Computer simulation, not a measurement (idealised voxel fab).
You're looking at the process module voxel released beams.
For reference, the cross-section in this document is cut, with width 205 nm and square cells of 5 nm.
Cross-section layout: square cells on a grid; listed as bands, top to bottom; a band spans one or more cell rows.
Basically the band line says how high the top is and how high the bottom is, in nm, and then what's in it from left to right, every material with its width in nm. Empty space shows up as "air", and if a single material carries "throughout" it runs the full band edge to edge.
The level at which height equals 0 is the one under which the wafer, as it arrives, is entirely one material. No lower edge exists for the bottom band, which continues downward and is notated as in "0 nm and below".
It should be noted that a width expressed as "30 to 40" varies in equal increments from row to row of cells within the band, taking the value of the first number at the top row and that of the second number at the bottom row.
Where a step carries "everything unchanged", the cross-section came out of it unchanged, cell for cell.
"Closed empty spaces": empty spaces of 8 cells or more with no open way to the top, each given as width x height at distance, distance from the left edge, all in nm.
Where a step's line continues beyond its settings, the continuation is a remark by the simulator itself on that step.
The "overlay nm" setting may appear on a step's line; for a step that uses a mask, it gives how far to the right of its planned position the mask lay, and a negative value indicates the left.
[plan]
1) RECEIVE: material Si
2) CONFORMAL_DEP: material SiN, thk nm 10
3) DIRECTIONAL_DEP: material SiO2, thk nm 15
4) MASKED_ETCH: tone open, mask id ANCHOR, width nm 45, etch materials SiO2, depth nm 15, overlay nm 0
5) CONFORMAL_DEP: material TiN, thk nm 15
6) MASKED_ETCH: tone cover, mask id BEAM, width nm 95, etch materials TiN, depth nm 15, overlay nm 0
7) STRIP: etch materials SiO2
[Cross-section of the wafer upon arrival, representing the state reached after step 1]
    0 nm and below = Si throughout
    Closed empty spaces: none
[Here's the wafer cut in cross-section after the module, started and planned just like above, except one thing was done wrong in the run]
    40 nm to 25 nm = air 50  TiN 15  air 25  TiN 55  air 60
    25 nm to 10 nm = air 50  TiN 55  air 100
    10 nm to 0 nm = SiN throughout
    0 nm and below = Si throughout
    Closed empty spaces: none
Plan not followed: step 4 changed vs plan, executed as MASKED_ETCH: tone open, mask id ANCHOR, width nm 55, etch materials SiO2, depth nm 15, overlay nm 0
